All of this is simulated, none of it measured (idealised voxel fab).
You're looking at the process module voxel capacitor over wiring.
Square cell edge 5 nm, section width 245 nm, ID cut.
In what follows, cross-sections appear as grids of square cells, described through bands that run from the top down, where every band is one or more rows of cells.
Heads up on the band format: heights come first, top then bottom, in nm. After that it's the materials left to right, each with its width in nm. A single material flagged "edge to edge" fills the whole band edge to edge, and "empty" means there's empty space there.
Beneath 0, the wafer as received is one material, and that level is where height counting begins. The lowest band goes on downward without a bottom; it is written like "z 0 and below".
Read "30..40" as a graded width: first number on top, second number at the bottom, same change between each pair of neighbouring rows.
Key: "no modifications" - step with no changed cell in the cross-section.
The label "Enclosed cavity list" introduces a list of the empty spaces, 8 cells or larger, that have no open way up to the top; each entry in it reads width x height at distance, where the distance is taken from the left edge and all three are stated in nm.
Text after the settings on a step's line: the simulator's own remark on that step.
The setting "overlay nm" may be written on the line of a step. When the step uses a mask, the value reports how far to the right of the planned place the mask lay, and a negative value reports that it lay to the left.

-- These are the steps we planned for the process
step 1: RECEIVE: material Si
step 2: CONFORMAL_DEP: material SiO2, thk nm 15
step 3: CONFORMAL_DEP: material SiN, thk nm 5
step 4: DIRECTIONAL_DEP: material SiO2, thk nm 25
step 5: DIRECTIONAL_DEP: material aC, thk nm 10
step 6: PATTERN: tone open, mask id METAL_1, material resist, width nm 30, pitch nm 95, thk nm 30, overlay nm 0
step 7: DIRECTIONAL_ETCH: etch materials aC, depth nm 10
step 8: STRIP: etch materials resist
step 9: DIRECTIONAL_ETCH: etch materials SiO2, depth nm 25
step 10: DIRECTIONAL_ETCH: etch materials SiN, depth nm 5
step 11: STRIP: etch materials aC
step 12: CONFORMAL_DEP: material TiN, thk nm 5
step 13: FILL_DEP: material Cu, thk nm 10
step 14: CMP: height nm 45
step 15: CONFORMAL_DEP: material SiCN, thk nm 5
step 16: DIRECTIONAL_DEP: material SiO2, thk nm 15
step 17: PATTERN: tone open, mask id PLUG_1, material resist, width nm 15, thk nm 20, overlay nm 0
step 18: DIRECTIONAL_ETCH: etch materials SiO2, depth nm 15
step 19: DIRECTIONAL_ETCH: etch materials SiCN, depth nm 5
step 20: STRIP: etch materials resist
step 21: CONFORMAL_DEP: material TiN, thk nm 5
step 22: FILL_DEP: material Cu, thk nm 10
step 23: CMP: height nm 65
step 24: DIRECTIONAL_DEP: material TiN, thk nm 10
step 25: DIRECTIONAL_DEP: material HfO2, thk nm 5
step 26: DIRECTIONAL_DEP: material TiN, thk nm 5
step 27: PATTERN: tone cover, mask id UPPER_PLATE, material resist, width nm 70, thk nm 15, overlay nm 0
step 28: DIRECTIONAL_ETCH: etch materials TiN, depth nm 5
step 29: DIRECTIONAL_ETCH: etch materials HfO2, depth nm 5
step 30: STRIP: etch materials resist
step 31: DIRECTIONAL_DEP: material aC, thk nm 10
step 32: PATTERN: tone cover, mask id LOWER_PLATE, material resist, width nm 80, thk nm 30, overlay nm 0
step 33: DIRECTIONAL_ETCH: etch materials aC, depth nm 10
step 34: STRIP: etch materials resist
step 35: DIRECTIONAL_ETCH: etch materials TiN, depth nm 10
step 36: STRIP: etch materials aC
step 37: FILL_DEP: material SiO2, thk nm 15
step 38: CMP: height nm 95
step 39: DIRECTIONAL_DEP: material aC, thk nm 15
step 40: PATTERN: tone open, mask id PLUG_2, material resist, width nm 15, thk nm 35, overlay nm 0
step 41: DIRECTIONAL_ETCH: etch materials aC, depth nm 15
step 42: STRIP: etch materials resist
step 43: DIRECTIONAL_ETCH: etch materials SiO2, depth nm 10
step 44: STRIP: etch materials aC
step 45: CONFORMAL_DEP: material TiN, thk nm 5
step 46: FILL_DEP: material W, thk nm 10
step 47: CMP: height nm 95
step 48: CONFORMAL_DEP: material SiN, thk nm 5

-- Cross-sectional view of the wafer in its as-received condition, corresponding to the state after step 1
* z 0 and below = Si edge to edge
* Enclosed cavity list: none

-- Cross-sectional result after module completion. Note: starting condition and plan are unchanged from above; one processing mistake was made
* z 100 to 95 = SiN edge to edge
* z 95 to 90 = SiO2 85 nm | TiN 5 nm | W 5 nm | TiN 5 nm | SiO2 145 nm
* z 90 to 85 = SiO2 85 nm | TiN 15 nm | SiO2 145 nm
* z 85 to 80 = SiO2 70 nm | TiN 5 nm | SiO2 70 nm | TiN 5 nm | SiO2 95 nm
* z 80 to 75 = HfO2 75 nm | SiO2 70 nm | HfO2 100 nm
* z 75 to 65 = TiN edge to edge
* z 65 to 50 = SiO2 75 nm | TiN 5 nm | Cu 5 nm | TiN 5 nm | SiO2 155 nm
* z 50 to 45 = SiCN 75 nm | TiN 15 nm | SiCN 155 nm
* z 45 to 20 = SiO2 60 nm | TiN 5 nm | Cu 20 nm | TiN 5 nm | SiO2 65 nm | TiN 5 nm | Cu 20 nm | TiN 5 nm | SiO2 60 nm
* z 20 to 15 = SiN 60 nm | TiN 30 nm | SiN 65 nm | TiN 30 nm | SiN 60 nm
* z 15 to 0 = SiO2 edge to edge
* z 0 and below = Si edge to edge
* Enclosed cavity list: none
Want to know what went wrong? step 27 off recipe, ran as PATTERN: tone open, mask id UPPER_PLATE, material resist, width nm 70, thk nm 15, overlay nm 0
